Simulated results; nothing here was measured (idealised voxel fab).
This section sets out a process module, namely voxel wiring stack.
The cross-section on display is named cut; it measures 250 nm wide, and its cells are 5 nm squares.
In what follows, cross-sections appear as grids of square cells, described through bands that run from the top down, where every band is one or more rows of cells. The entry gives the band's vertical extent as a top height and a bottom height in nm, then its horizontal make-up as materials from left to right, each with a width in nm. "empty" stands for empty space; a single material marked "edge to edge" fills the band edge to edge. For the purposes of this specification, 0 denotes the height below which the wafer in its as-received condition is composed wholly of one material, and the lowermost band, lacking a lower limit, extends downward without end, as expressed in "0 and below". Width: "30->40" (first number = top row, second number = bottom row, same change from row to row of cells). "stayed the same", as given for a step, is the statement that not any cell of the cross-section underwent a change during that step. In the "Fully sealed voids" entry, you get each enclosed empty space of 8 cells or more, one with no open way to the top, written width x height at distance, distance from the left edge, in nm. after a step's settings: what the simulator itself notes on the step. On any step carrying a mask, the "overlay nm" setting, if present on the step's line, tells how far right of its planned place the mask lay; negative values point to the left.

The process steps that were planned are listed below
1. RECEIVE (material Si)
2. CONFORMAL_DEP (material SiO2; thk nm 15)
3. CONFORMAL_DEP (material SiN; thk nm 5)
4. DIRECTIONAL_DEP (material lowk; thk nm 25)
5. DIRECTIONAL_DEP (material aC; thk nm 10)
6. PATTERN (tone open; mask id METAL_1; material resist; width nm 25; pitch nm 45; thk nm 25; overlay nm 0)
7. DIRECTIONAL_ETCH (etch materials aC; depth nm 10)
8. STRIP (etch materials resist)
9. DIRECTIONAL_ETCH (etch materials lowk; depth nm 25)
10. DIRECTIONAL_ETCH (etch materials SiN; depth nm 5)
11. STRIP (etch materials aC)
12. CONFORMAL_DEP (material TiN; thk nm 5)
13. FILL_DEP (material W; thk nm 10)
14. CMP (height nm 45)
15. CONFORMAL_DEP (material SiCN; thk nm 5)
16. DIRECTIONAL_DEP (material lowk; thk nm 20)
17. MASKED_ETCH (tone open; mask id PLUG_1; width nm 15; pitch nm 90; etch materials lowk; depth nm 20; overlay nm 0)
18. MASKED_ETCH (tone open; mask id PLUG_1; width nm 15; pitch nm 90; etch materials SiCN; depth nm 5; overlay nm 0)
19. EPI (material Ru; thk nm 10)
20. EPI (material Ru; thk nm 10)
21. EPI (material Ru; thk nm 5)
22. CONFORMAL_DEP (material SiN; thk nm 5)
23. DIRECTIONAL_DEP (material lowk; thk nm 25)
24. MASKED_ETCH (tone open; mask id METAL_2; width nm 25; pitch nm 45; etch materials lowk; depth nm 25; overlay nm 0)
25. MASKED_ETCH (tone open; mask id METAL_2; width nm 25; pitch nm 45; etch materials SiN; depth nm 5; overlay nm 0)
26. CONFORMAL_DEP (material TiN; thk nm 5)
27. FILL_DEP (material Ru; thk nm 10)
28. CMP (height nm 100)
29. CONFORMAL_DEP (material SiCN; thk nm 5)
30. DIRECTIONAL_DEP (material lowk; thk nm 10)
31. PATTERN (tone open; mask id PLUG_2; material resist; width nm 15; pitch nm 45; thk nm 20; overlay nm 0)
32. DIRECTIONAL_ETCH (etch materials lowk; depth nm 10)
33. DIRECTIONAL_ETCH (etch materials SiCN; depth nm 5)
34. STRIP (etch materials resist)
35. CONFORMAL_DEP (material TiN; thk nm 5)
36. FILL_DEP (material W; thk nm 10)
37. CMP (height nm 115)
38. DIRECTIONAL_DEP (material TiN; thk nm 5)
39. DIRECTIONAL_DEP (material W; thk nm 15)
40. DIRECTIONAL_DEP (material aC; thk nm 10)
41. PATTERN (tone cover; mask id METAL_3; material resist; width nm 25; pitch nm 45; thk nm 30; overlay nm 0)
42. DIRECTIONAL_ETCH (etch materials aC; depth nm 10)
43. STRIP (etch materials resist)
44. DIRECTIONAL_ETCH (etch materials W; depth nm 15)
45. DIRECTIONAL_ETCH (etch materials TiN; depth nm 5)
46. STRIP (etch materials aC)
47. FILL_DEP (material lowk; thk nm 10)
48. CMP (height nm 135)
49. CONFORMAL_DEP (material SiN; thk nm 5)

Wafer, first of two, run as planned

Cross-section, incoming material, after step 1
    0 and below: Si edge to edge
    Fully sealed voids: none

State of the wafer after step 2, shown in cross-section
    15 down to 0: SiO2 edge to edge
    Note: structure below 0 unchanged.

State of the wafer after step 3, shown in cross-section
    20 down to 15: SiN edge to edge
    Note: structure below 15 unchanged.

State of the wafer after step 4, shown in cross-section
    45 down to 20: lowk edge to edge
    Note: structure below 20 unchanged.

State of the wafer after step 5, shown in cross-section
    55 down to 45: aC edge to edge
    Note: structure below 45 unchanged.

State of the wafer after step 6, shown in cross-section
    80 down to 55: resist 45 / empty 25 / resist 20 / empty 25 / resist 20 / empty 25 / resist 20 / empty 25 / resist 45
    Note: structure below 55 unchanged.

State of the wafer after step 7, shown in cross-section
    70 down to 55: resist 45 / empty 25 / resist 20 / empty 25 / resist 20 / empty 25 / resist 20 / empty 25 / resist 45
    55 down to 45: aC 45 / empty 25 / aC 20 / empty 25 / aC 20 / empty 25 / aC 20 / empty 25 / aC 45
    Note: structure below 45 unchanged.

State of the wafer after step 8, shown in cross-section
    55 down to 45: aC 45 / empty 25 / aC 20 / empty 25 / aC 20 / empty 25 / aC 20 / empty 25 / aC 45
    Note: structure below 45 unchanged.

State of the wafer after step 9, shown in cross-section
    55 down to 45: aC 45 / empty 25 / aC 20 / empty 25 / aC 20 / empty 25 / aC 20 / empty 25 / aC 45
    45 down to 20: lowk 45 / empty 25 / lowk 20 / empty 25 / lowk 20 / empty 25 / lowk 20 / empty 25 / lowk 45
    Note: structure below 20 unchanged.

State of the wafer after step 10, shown in cross-section
    55 down to 45: aC 45 / empty 25 / aC 20 / empty 25 / aC 20 / empty 25 / aC 20 / empty 25 / aC 45
    45 down to 20: lowk 45 / empty 25 / lowk 20 / empty 25 / lowk 20 / empty 25 / lowk 20 / empty 25 / lowk 45
    20 down to 15: SiN 45 / empty 25 / SiN 20 / empty 25 / SiN 20 / empty 25 / SiN 20 / empty 25 / SiN 45
    Note: structure below 15 unchanged.

State of the wafer after step 11, shown in cross-section
    45 down to 20: lowk 45 / empty 25 / lowk 20 / empty 25 / lowk 20 / empty 25 / lowk 20 / empty 25 / lowk 45
    Note: structure below 20 unchanged.

State of the wafer after step 12, shown in cross-section
    50 down to 45: TiN 50 / empty 15 / TiN 30 / empty 15 / TiN 30 / empty 15 / TiN 30 / empty 15 / TiN 50
    45 down to 20: lowk 45 / TiN 5 / empty 15 / TiN 5 / lowk 20 / TiN 5 / empty 15 / TiN 5 / lowk 20 / TiN 5 / empty 15 / TiN 5 / lowk 20 / TiN 5 / empty 15 / TiN 5 / lowk 45
    20 down to 15: SiN 45 / TiN 25 / SiN 20 / TiN 25 / SiN 20 / TiN 25 / SiN 20 / TiN 25 / SiN 45
    Note: structure below 15 unchanged.

State of the wafer after step 13, shown in cross-section
    60 down to 50: W edge to edge
    50 down to 45: TiN 50 / W 15 / TiN 30 / W 15 / TiN 30 / W 15 / TiN 30 / W 15 / TiN 50
    45 down to 20: lowk 45 / TiN 5 / W 15 / TiN 5 / lowk 20 / TiN 5 / W 15 / TiN 5 / lowk 20 / TiN 5 / W 15 / TiN 5 / lowk 20 / TiN 5 / W 15 / TiN 5 / lowk 45
    Note: structure below 20 unchanged.

State of the wafer after step 14, shown in cross-section
    45 down to 20: lowk 45 / TiN 5 / W 15 / TiN 5 / lowk 20 / TiN 5 / W 15 / TiN 5 / lowk 20 / TiN 5 / W 15 / TiN 5 / lowk 20 / TiN 5 / W 15 / TiN 5 / lowk 45
    Note: structure below 20 unchanged.

State of the wafer after step 15, shown in cross-section
    50 down to 45: SiCN edge to edge
    Note: structure below 45 unchanged.

State of the wafer after step 16, shown in cross-section
    70 down to 50: lowk edge to edge
    Note: structure below 50 unchanged.

State of the wafer after step 17, shown in cross-section
    70 down to 50: lowk 45 / empty 15 / lowk 75 / empty 15 / lowk 100
    Note: structure below 50 unchanged.

State of the wafer after step 18, shown in cross-section
    70 down to 50: lowk 45 / empty 15 / lowk 75 / empty 15 / lowk 100
    50 down to 45: SiCN 45 / empty 15 / SiCN 75 / empty 15 / SiCN 100
    Note: structure below 45 unchanged.

State of the wafer after step 19, shown in cross-section
    70 down to 55: lowk 45 / empty 15 / lowk 75 / empty 15 / lowk 100
    55 down to 50: lowk 45 / Ru 15 / lowk 75 / Ru 15 / lowk 100
    50 down to 45: SiCN 45 / Ru 15 / SiCN 75 / Ru 15 / SiCN 100
    Note: structure below 45 unchanged.

State of the wafer after step 20, shown in cross-section
    70 down to 65: lowk 45 / empty 15 / lowk 75 / empty 15 / lowk 100
    65 down to 50: lowk 45 / Ru 15 / lowk 75 / Ru 15 / lowk 100
    Note: structure below 50 unchanged.

State of the wafer after step 21, shown in cross-section
    70 down to 50: lowk 45 / Ru 15 / lowk 75 / Ru 15 / lowk 100
    Note: structure below 50 unchanged.

State of the wafer after step 22, shown in cross-section
    75 down to 70: SiN edge to edge
    Note: structure below 70 unchanged.

State of the wafer after step 23, shown in cross-section
    100 down to 75: lowk edge to edge
    Note: structure below 75 unchanged.

State of the wafer after step 24, shown in cross-section
    100 down to 75: lowk 45 / empty 25 / lowk 20 / empty 25 / lowk 20 / empty 25 / lowk 20 / empty 25 / lowk 45
    Note: structure below 75 unchanged.

State of the wafer after step 25, shown in cross-section
    100 down to 75: lowk 45 / empty 25 / lowk 20 / empty 25 / lowk 20 / empty 25 / lowk 20 / empty 25 / lowk 45
    75 down to 70: SiN 45 / empty 25 / SiN 20 / empty 25 / SiN 20 / empty 25 / SiN 20 / empty 25 / SiN 45
    Note: structure below 70 unchanged.

State of the wafer after step 26, shown in cross-section
    105 down to 100: TiN 50 / empty 15 / TiN 30 / empty 15 / TiN 30 / empty 15 / TiN 30 / empty 15 / TiN 50
    100 down to 75: lowk 45 / TiN 5 / empty 15 / TiN 5 / lowk 20 / TiN 5 / empty 15 / TiN 5 / lowk 20 / TiN 5 / empty 15 / TiN 5 / lowk 20 / TiN 5 / empty 15 / TiN 5 / lowk 45
    75 down to 70: SiN 45 / TiN 25 / SiN 20 / TiN 25 / SiN 20 / TiN 25 / SiN 20 / TiN 25 / SiN 45
    Note: structure below 70 unchanged.

State of the wafer after step 27, shown in cross-section
    115 down to 105: Ru edge to edge
    105 down to 100: TiN 50 / Ru 15 / TiN 30 / Ru 15 / TiN 30 / Ru 15 / TiN 30 / Ru 15 / TiN 50
    100 down to 75: lowk 45 / TiN 5 / Ru 15 / TiN 5 / lowk 20 / TiN 5 / Ru 15 / TiN 5 / lowk 20 / TiN 5 / Ru 15 / TiN 5 / lowk 20 / TiN 5 / Ru 15 / TiN 5 / lowk 45
    Note: structure below 75 unchanged.

State of the wafer after step 28, shown in cross-section
    100 down to 75: lowk 45 / TiN 5 / Ru 15 / TiN 5 / lowk 20 / TiN 5 / Ru 15 / TiN 5 / lowk 20 / TiN 5 / Ru 15 / TiN 5 / lowk 20 / TiN 5 / Ru 15 / TiN 5 / lowk 45
    Note: structure below 75 unchanged.

State of the wafer after step 29, shown in cross-section
    105 down to 100: SiCN edge to edge
    Note: structure below 100 unchanged.

State of the wafer after step 30, shown in cross-section
    115 down to 105: lowk edge to edge
    Note: structure below 105 unchanged.

State of the wafer after step 31, shown in cross-section
    135 down to 115: resist 45 / empty 15 / resist 30 / empty 15 / resist 30 / empty 15 / resist 30 / empty 15 / resist 55
    Note: structure below 115 unchanged.

State of the wafer after step 32, shown in cross-section
    135 down to 115: resist 45 / empty 15 / resist 30 / empty 15 / resist 30 / empty 15 / resist 30 / empty 15 / resist 55
    115 down to 105: lowk 45 / empty 15 / lowk 30 / empty 15 / lowk 30 / empty 15 / lowk 30 / empty 15 / lowk 55
    Note: structure below 105 unchanged.

State of the wafer after step 33, shown in cross-section
    135 down to 115: resist 45 / empty 15 / resist 30 / empty 15 / resist 30 / empty 15 / resist 30 / empty 15 / resist 55
    115 down to 105: lowk 45 / empty 15 / lowk 30 / empty 15 / lowk 30 / empty 15 / lowk 30 / empty 15 / lowk 55
    105 down to 100: SiCN 45 / empty 15 / SiCN 30 / empty 15 / SiCN 30 / empty 15 / SiCN 30 / empty 15 / SiCN 55
    Note: structure below 100 unchanged.

State of the wafer after step 34, shown in cross-section
    115 down to 105: lowk 45 / empty 15 / lowk 30 / empty 15 / lowk 30 / empty 15 / lowk 30 / empty 15 / lowk 55
    Note: structure below 105 unchanged.

State of the wafer after step 35, shown in cross-section
    120 down to 115: TiN 50 / empty 5 / TiN 40 / empty 5 / TiN 40 / empty 5 / TiN 40 / empty 5 / TiN 60
    115 down to 105: lowk 45 / TiN 5 / empty 5 / TiN 5 / lowk 30 / TiN 5 / empty 5 / TiN 5 / lowk 30 / TiN 5 / empty 5 / TiN 5 / lowk 30 / TiN 5 / empty 5 / TiN 5 / lowk 55
    105 down to 100: SiCN 45 / TiN 15 / SiCN 30 / TiN 15 / SiCN 30 / TiN 15 / SiCN 30 / TiN 15 / SiCN 55
    Note: structure below 100 unchanged.

State of the wafer after step 36, shown in cross-section
    130 down to 120: W edge to edge
    120 down to 115: TiN 50 / W 5 / TiN 40 / W 5 / TiN 40 / W 5 / TiN 40 / W 5 / TiN 60
    115 down to 105: lowk 45 / TiN 5 / W 5 / TiN 5 / lowk 30 / TiN 5 / W 5 / TiN 5 / lowk 30 / TiN 5 / W 5 / TiN 5 / lowk 30 / TiN 5 / W 5 / TiN 5 / lowk 55
    Note: structure below 105 unchanged.

State of the wafer after step 37, shown in cross-section
    115 down to 105: lowk 45 / TiN 5 / W 5 / TiN 5 / lowk 30 / TiN 5 / W 5 / TiN 5 / lowk 30 / TiN 5 / W 5 / TiN 5 / lowk 30 / TiN 5 / W 5 / TiN 5 / lowk 55
    Note: structure below 105 unchanged.

State of the wafer after step 38, shown in cross-section
    120 down to 115: TiN edge to edge
    Note: structure below 115 unchanged.

State of the wafer after step 39, shown in cross-section
    135 down to 120: W edge to edge
    Note: structure below 120 unchanged.

State of the wafer after step 40, shown in cross-section
    145 down to 135: aC edge to edge
    Note: structure below 135 unchanged.

State of the wafer after step 41, shown in cross-section
    175 down to 145: empty 45 / resist 25 / empty 20 / resist 25 / empty 20 / resist 25 / empty 20 / resist 25 / empty 45
    Note: structure below 145 unchanged.

State of the wafer after step 42, shown in cross-section
    165 down to 145: empty 45 / resist 25 / empty 20 / resist 25 / empty 20 / resist 25 / empty 20 / resist 25 / empty 45
    145 down to 135: empty 45 / aC 25 / empty 20 / aC 25 / empty 20 / aC 25 / empty 20 / aC 25 / empty 45
    Note: structure below 135 unchanged.

State of the wafer after step 43, shown in cross-section
    145 down to 135: empty 45 / aC 25 / empty 20 / aC 25 / empty 20 / aC 25 / empty 20 / aC 25 / empty 45
    Note: structure below 135 unchanged.

State of the wafer after step 44, shown in cross-section
    145 down to 135: empty 45 / aC 25 / empty 20 / aC 25 / empty 20 / aC 25 / empty 20 / aC 25 / empty 45
    135 down to 120: empty 45 / W 25 / empty 20 / W 25 / empty 20 / W 25 / empty 20 / W 25 / empty 45
    Note: structure below 120 unchanged.

State of the wafer after step 45, shown in cross-section
    145 down to 135: empty 45 / aC 25 / empty 20 / aC 25 / empty 20 / aC 25 / empty 20 / aC 25 / empty 45
    135 down to 120: empty 45 / W 25 / empty 20 / W 25 / empty 20 / W 25 / empty 20 / W 25 / empty 45
    120 down to 115: empty 45 / TiN 25 / empty 20 / TiN 25 / empty 20 / TiN 25 / empty 20 / TiN 25 / empty 45
    Note: structure below 115 unchanged.

State of the wafer after step 46, shown in cross-section
    135 down to 120: empty 45 / W 25 / empty 20 / W 25 / empty 20 / W 25 / empty 20 / W 25 / empty 45
    Note: structure below 120 unchanged.

State of the wafer after step 47, shown in cross-section
    145 down to 135: lowk edge to edge
    135 down to 120: lowk 45 / W 25 / lowk 20 / W 25 / lowk 20 / W 25 / lowk 20 / W 25 / lowk 45
    120 down to 115: lowk 45 / TiN 25 / lowk 20 / TiN 25 / lowk 20 / TiN 25 / lowk 20 / TiN 25 / lowk 45
    Note: structure below 115 unchanged.

State of the wafer after step 48, shown in cross-section
    135 down to 120: lowk 45 / W 25 / lowk 20 / W 25 / lowk 20 / W 25 / lowk 20 / W 25 / lowk 45
    Note: structure below 120 unchanged.

State of the wafer after step 49, shown in cross-section
    140 down to 135: SiN edge to edge
    Note: structure below 135 unchanged.

The second wafer was prepared from the same starting point and under the same plan as the first; its processing contained one mistake, and it remains indistinguishable from the first wafer up to and including step 23

Look at the second wafer in cross-section at the time step 24 ought to have finished
    100 down to 75: lowk 35 / empty 25 / lowk 20 / empty 25 / lowk 20 / empty 25 / lowk 20 / empty 25 / lowk 55
    Note: structure below 75 unchanged.

Look at the second wafer in cross-section at the time step 25 ought to have finished
    100 down to 75: lowk 35 / empty 25 / lowk 20 / empty 25 / lowk 20 / empty 25 / lowk 20 / empty 25 / lowk 55
    75 down to 70: SiN 45 / empty 15 / SiN 30 / empty 15 / SiN 30 / empty 15 / SiN 30 / empty 15 / SiN 55
    Note: structure below 70 unchanged.

Look at the second wafer in cross-section at the time step 26 ought to have finished
    105 down to 100: TiN 40 / empty 15 / TiN 30 / empty 15 / TiN 30 / empty 15 / TiN 30 / empty 15 / TiN 60
    100 down to 80: lowk 35 / TiN 5 / empty 15 / TiN 5 / lowk 20 / TiN 5 / empty 15 / TiN 5 / lowk 20 / TiN 5 / empty 15 / TiN 5 / lowk 20 / TiN 5 / empty 15 / TiN 5 / lowk 55
    80 down to 75: lowk 35 / TiN 15 / empty 5 / TiN 5 / lowk 20 / TiN 15 / empty 5 / TiN 5 / lowk 20 / TiN 15 / empty 5 / TiN 5 / lowk 20 / TiN 15 / empty 5 / TiN 5 / lowk 55
    75 down to 70: SiN 45 / TiN 15 / SiN 30 / TiN 15 / SiN 30 / TiN 15 / SiN 30 / TiN 15 / SiN 55
    Note: structure below 70 unchanged.

Look at the second wafer in cross-section at the time step 27 ought to have finished
    115 down to 105: Ru edge to edge
    105 down to 100: TiN 40 / Ru 15 / TiN 30 / Ru 15 / TiN 30 / Ru 15 / TiN 30 / Ru 15 / TiN 60
    100 down to 80: lowk 35 / TiN 5 / Ru 15 / TiN 5 / lowk 20 / TiN 5 / Ru 15 / TiN 5 / lowk 20 / TiN 5 / Ru 15 / TiN 5 / lowk 20 / TiN 5 / Ru 15 / TiN 5 / lowk 55
    80 down to 75: lowk 35 / TiN 15 / Ru 5 / TiN 5 / lowk 20 / TiN 15 / Ru 5 / TiN 5 / lowk 20 / TiN 15 / Ru 5 / TiN 5 / lowk 20 / TiN 15 / Ru 5 / TiN 5 / lowk 55
    Note: structure below 75 unchanged.

Look at the second wafer in cross-section at the time step 28 ought to have finished
    100 down to 80: lowk 35 / TiN 5 / Ru 15 / TiN 5 / lowk 20 / TiN 5 / Ru 15 / TiN 5 / lowk 20 / TiN 5 / Ru 15 / TiN 5 / lowk 20 / TiN 5 / Ru 15 / TiN 5 / lowk 55
    Note: structure below 80 unchanged.

Look at the second wafer in cross-section at the time step 29 ought to have finished
    105 down to 100: SiCN edge to edge
    Note: structure below 100 unchanged.

Look at the second wafer in cross-section at the time step 30 ought to have finished
    115 down to 105: lowk edge to edge
    Note: structure below 105 unchanged.

Look at the second wafer in cross-section at the time step 31 ought to have finished
    135 down to 115: resist 45 / empty 15 / resist 30 / empty 15 / resist 30 / empty 15 / resist 30 / empty 15 / resist 55
    Note: structure below 115 unchanged.

Look at the second wafer in cross-section at the time step 32 ought to have finished
    135 down to 115: resist 45 / empty 15 / resist 30 / empty 15 / resist 30 / empty 15 / resist 30 / empty 15 / resist 55
    115 down to 105: lowk 45 / empty 15 / lowk 30 / empty 15 / lowk 30 / empty 15 / lowk 30 / empty 15 / lowk 55
    Note: structure below 105 unchanged.

Look at the second wafer in cross-section at the time step 33 ought to have finished
    135 down to 115: resist 45 / empty 15 / resist 30 / empty 15 / resist 30 / empty 15 / resist 30 / empty 15 / resist 55
    115 down to 105: lowk 45 / empty 15 / lowk 30 / empty 15 / lowk 30 / empty 15 / lowk 30 / empty 15 / lowk 55
    105 down to 100: SiCN 45 / empty 15 / SiCN 30 / empty 15 / SiCN 30 / empty 15 / SiCN 30 / empty 15 / SiCN 55
    Note: structure below 100 unchanged.

Look at the second wafer in cross-section at the time step 34 ought to have finished
    115 down to 105: lowk 45 / empty 15 / lowk 30 / empty 15 / lowk 30 / empty 15 / lowk 30 / empty 15 / lowk 55
    Note: structure below 105 unchanged.

Look at the second wafer in cross-section at the time step 35 ought to have finished
    120 down to 115: TiN 50 / empty 5 / TiN 40 / empty 5 / TiN 40 / empty 5 / TiN 40 / empty 5 / TiN 60
    115 down to 105: lowk 45 / TiN 5 / empty 5 / TiN 5 / lowk 30 / TiN 5 / empty 5 / TiN 5 / lowk 30 / TiN 5 / empty 5 / TiN 5 / lowk 30 / TiN 5 / empty 5 / TiN 5 / lowk 55
    105 down to 100: SiCN 45 / TiN 15 / SiCN 30 / TiN 15 / SiCN 30 / TiN 15 / SiCN 30 / TiN 15 / SiCN 55
    Note: structure below 100 unchanged.

Look at the second wafer in cross-section at the time step 36 ought to have finished
    130 down to 120: W edge to edge
    120 down to 115: TiN 50 / W 5 / TiN 40 / W 5 / TiN 40 / W 5 / TiN 40 / W 5 / TiN 60
    115 down to 105: lowk 45 / TiN 5 / W 5 / TiN 5 / lowk 30 / TiN 5 / W 5 / TiN 5 / lowk 30 / TiN 5 / W 5 / TiN 5 / lowk 30 / TiN 5 / W 5 / TiN 5 / lowk 55
    Note: structure below 105 unchanged.

Look at the second wafer in cross-section at the time step 37 ought to have finished
    115 down to 105: lowk 45 / TiN 5 / W 5 / TiN 5 / lowk 30 / TiN 5 / W 5 / TiN 5 / lowk 30 / TiN 5 / W 5 / TiN 5 / lowk 30 / TiN 5 / W 5 / TiN 5 / lowk 55
    Note: structure below 105 unchanged.

Look at the second wafer in cross-section at the time step 38 ought to have finished
    120 down to 115: TiN edge to edge
    Note: structure below 115 unchanged.

Look at the second wafer in cross-section at the time step 39 ought to have finished
    135 down to 120: W edge to edge
    Note: structure below 120 unchanged.

Look at the second wafer in cross-section at the time step 40 ought to have finished
    145 down to 135: aC edge to edge
    Note: structure below 135 unchanged.

Look at the second wafer in cross-section at the time step 41 ought to have finished
    175 down to 145: empty 45 / resist 25 / empty 20 / resist 25 / empty 20 / resist 25 / empty 20 / resist 25 / empty 45
    Note: structure below 145 unchanged.

Look at the second wafer in cross-section at the time step 42 ought to have finished
    165 down to 145: empty 45 / resist 25 / empty 20 / resist 25 / empty 20 / resist 25 / empty 20 / resist 25 / empty 45
    145 down to 135: empty 45 / aC 25 / empty 20 / aC 25 / empty 20 / aC 25 / empty 20 / aC 25 / empty 45
    Note: structure below 135 unchanged.

Look at the second wafer in cross-section at the time step 43 ought to have finished
    145 down to 135: empty 45 / aC 25 / empty 20 / aC 25 / empty 20 / aC 25 / empty 20 / aC 25 / empty 45
    Note: structure below 135 unchanged.

Look at the second wafer in cross-section at the time step 44 ought to have finished
    145 down to 135: empty 45 / aC 25 / empty 20 / aC 25 / empty 20 / aC 25 / empty 20 / aC 25 / empty 45
    135 down to 120: empty 45 / W 25 / empty 20 / W 25 / empty 20 / W 25 / empty 20 / W 25 / empty 45
    Note: structure below 120 unchanged.

Look at the second wafer in cross-section at the time step 45 ought to have finished
    145 down to 135: empty 45 / aC 25 / empty 20 / aC 25 / empty 20 / aC 25 / empty 20 / aC 25 / empty 45
    135 down to 120: empty 45 / W 25 / empty 20 / W 25 / empty 20 / W 25 / empty 20 / W 25 / empty 45
    120 down to 115: empty 45 / TiN 25 / empty 20 / TiN 25 / empty 20 / TiN 25 / empty 20 / TiN 25 / empty 45
    Note: structure below 115 unchanged.

Look at the second wafer in cross-section at the time step 46 ought to have finished
    135 down to 120: empty 45 / W 25 / empty 20 / W 25 / empty 20 / W 25 / empty 20 / W 25 / empty 45
    Note: structure below 120 unchanged.

Look at the second wafer in cross-section at the time step 47 ought to have finished
    145 down to 135: lowk edge to edge
    135 down to 120: lowk 45 / W 25 / lowk 20 / W 25 / lowk 20 / W 25 / lowk 20 / W 25 / lowk 45
    120 down to 115: lowk 45 / TiN 25 / lowk 20 / TiN 25 / lowk 20 / TiN 25 / lowk 20 / TiN 25 / lowk 45
    Note: structure below 115 unchanged.

Look at the second wafer in cross-section at the time step 48 ought to have finished
    135 down to 120: lowk 45 / W 25 / lowk 20 / W 25 / lowk 20 / W 25 / lowk 20 / W 25 / lowk 45
    Note: structure below 120 unchanged.

Look at the second wafer in cross-section at the time step 49 ought to have finished
    140 down to 135: SiN edge to edge
    Note: structure below 135 unchanged.
Where did the run depart from the plan? heads up, step 24 didn't go per plan, it actually ran as MASKED_ETCH (tone open; mask id METAL_2; width nm 25; pitch nm 45; etch materials lowk; depth nm 25; overlay nm -10)
The closing comparison, in cells, has the second wafer with more or fewer of some materials than the first: Ru -8, SiN +8
